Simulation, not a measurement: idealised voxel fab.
process module | voxel capacitor over wiring
cross-section cut | 265 nm wide | cells 5 nm
A cross-section is a grid of square cells, given in bands from the top down. A band is one or more rows of cells.
Each band's line starts with the height of the band's top and of its bottom, in nm. Then come its materials from left to right, each with its width in nm. One material with "throughout" fills the band from edge to edge. "air" is empty space.
Height 0 is the level under which the wafer as received is all one material. The lowest band goes on downwards, as in "0 down".
A width such as "30 to 40" changes by the same amount from each row of cells to the next, from the band's top row to its bottom row.
"no change" after a step means that no cell of the cross-section changed.
closed voids: empty space of 8 cells or more with no open way to the top, each as width x height at its distance from the left edge, in nm
after a step's settings: what the simulator itself notes on the step
overlay nm, on a step with a mask: how far to the right of its planned place the mask lay; to the left if negative
plan
1 op RECEIVE | material Si
2 op CONFORMAL_DEP | material SiO2 | thk nm 15
3 op DIRECTIONAL_DEP | material TiN | thk nm 5
4 op DIRECTIONAL_DEP | material W | thk nm 15
5 op DIRECTIONAL_DEP | material aC | thk nm 10
6 op PATTERN | tone cover | mask id METAL_1 | material resist | width nm 25 | pitch nm 90 | thk nm 25 | overlay nm 0
7 op DIRECTIONAL_ETCH | etch materials aC | depth nm 10
8 op STRIP | etch materials resist
9 op DIRECTIONAL_ETCH | etch materials W | depth nm 15
10 op DIRECTIONAL_ETCH | etch materials TiN | depth nm 5
11 op STRIP | etch materials aC
12 op CONFORMAL_DEP | material SiN | thk nm 5
13 op FILL_DEP | material SiO2 | thk nm 5
14 op CMP | height nm 35
15 op CONFORMAL_DEP | material SiCN | thk nm 5
16 op DIRECTIONAL_DEP | material lowk | thk nm 10
17 op MASKED_ETCH | tone open | mask id PLUG_1 | width nm 15 | etch materials lowk | depth nm 10 | overlay nm 0
18 op MASKED_ETCH | tone open | mask id PLUG_1 | width nm 15 | etch materials SiCN | depth nm 5 | overlay nm 0
19 op CONFORMAL_DEP | material TiN | thk nm 5
20 op FILL_DEP | material Cu | thk nm 5
21 op CMP | height nm 50
22 op DIRECTIONAL_DEP | material TiN | thk nm 10
23 op DIRECTIONAL_DEP | material SiN | thk nm 5
24 op DIRECTIONAL_DEP | material TiN | thk nm 10
25 op MASKED_ETCH | tone cover | mask id UPPER_PLATE | width nm 70 | etch materials TiN | depth nm 10 | overlay nm 0
26 op MASKED_ETCH | tone cover | mask id UPPER_PLATE | width nm 70 | etch materials SiN | depth nm 5 | overlay nm 0
27 op DIRECTIONAL_DEP | material aC | thk nm 10
28 op PATTERN | tone cover | mask id LOWER_PLATE | material resist | width nm 80 | thk nm 30 | overlay nm 0
29 op DIRECTIONAL_ETCH | etch materials aC | depth nm 10
30 op STRIP | etch materials resist
31 op DIRECTIONAL_ETCH | etch materials TiN | depth nm 10
32 op STRIP | etch materials aC
33 op FILL_DEP | material SiO2 | thk nm 15
34 op CMP | height nm 85
35 op PATTERN | tone open | mask id PLUG_2 | material resist | width nm 15 | thk nm 15 | overlay nm 0
36 op DIRECTIONAL_ETCH | etch materials SiO2 | depth nm 10
37 op STRIP | etch materials resist
38 op CONFORMAL_DEP | material TiN | thk nm 5
39 op FILL_DEP | material W | thk nm 5
40 op CMP | height nm 85
41 op CONFORMAL_DEP | material SiCN | thk nm 5
as received, after step 1
  0 down: Si throughout
  closed voids: none
first wafer at the end, as planned
  90 to 85: SiCN throughout
  85 to 80: SiO2 95 | TiN 5 | W 5 | TiN 5 | SiO2 155
  80 to 75: SiO2 95 | TiN 15 | SiO2 155
  75 to 65: SiO2 85 | TiN 70 | SiO2 110
  65 to 60: SiO2 85 | SiN 70 | SiO2 110
  60 to 50: SiO2 80 | TiN 80 | SiO2 105
  50 to 40: lowk 85 | TiN 5 | Cu 5 | TiN 5 | lowk 165
  40 to 35: SiCN 85 | TiN 15 | SiCN 165
  35 to 20: SiO2 70 | SiN 5 | W 25 | SiN 5 | SiO2 55 | SiN 5 | W 25 | SiN 5 | SiO2 70
  20 to 15: SiN 75 | TiN 25 | SiN 65 | TiN 25 | SiN 75
  15 to 0: SiO2 throughout
  0 down: Si throughout
  closed voids: none
second wafer at the end: like start, like plan, one mistake
  90 to 85: SiCN throughout
  85 to 80: SiO2 95 | TiN 5 | W 5 | TiN 5 | SiO2 155
  80 to 75: SiO2 95 | TiN 15 | SiO2 155
  75 to 65: SiO2 85 | TiN 70 | SiO2 110
  65 to 60: SiO2 85 | SiN 70 | SiO2 110
  60 to 50: SiO2 80 | TiN 80 | SiO2 105
  50 to 45: lowk 85 | TiN 5 | Cu 5 | TiN 5 | lowk 165
  45 to 40: SiCN 85 | TiN 15 | SiCN 165
  40 to 35: SiO2 70 | SiN 35 | SiO2 55 | SiN 35 | SiO2 70
  35 to 20: SiO2 70 | SiN 5 | W 25 | SiN 5 | SiO2 55 | SiN 5 | W 25 | SiN 5 | SiO2 70
  20 to 15: SiN 75 | TiN 25 | SiN 65 | TiN 25 | SiN 75
  15 to 0: SiO2 throughout
  0 down: Si throughout
  closed voids: none
what went wrong: step 14 ran as: op CMP | height nm 40
at the end the second wafer has, in cells: 1 fewer of Cu | 14 more of SiN | 39 more of SiO2 | 2 fewer of TiN | 50 fewer of lowk
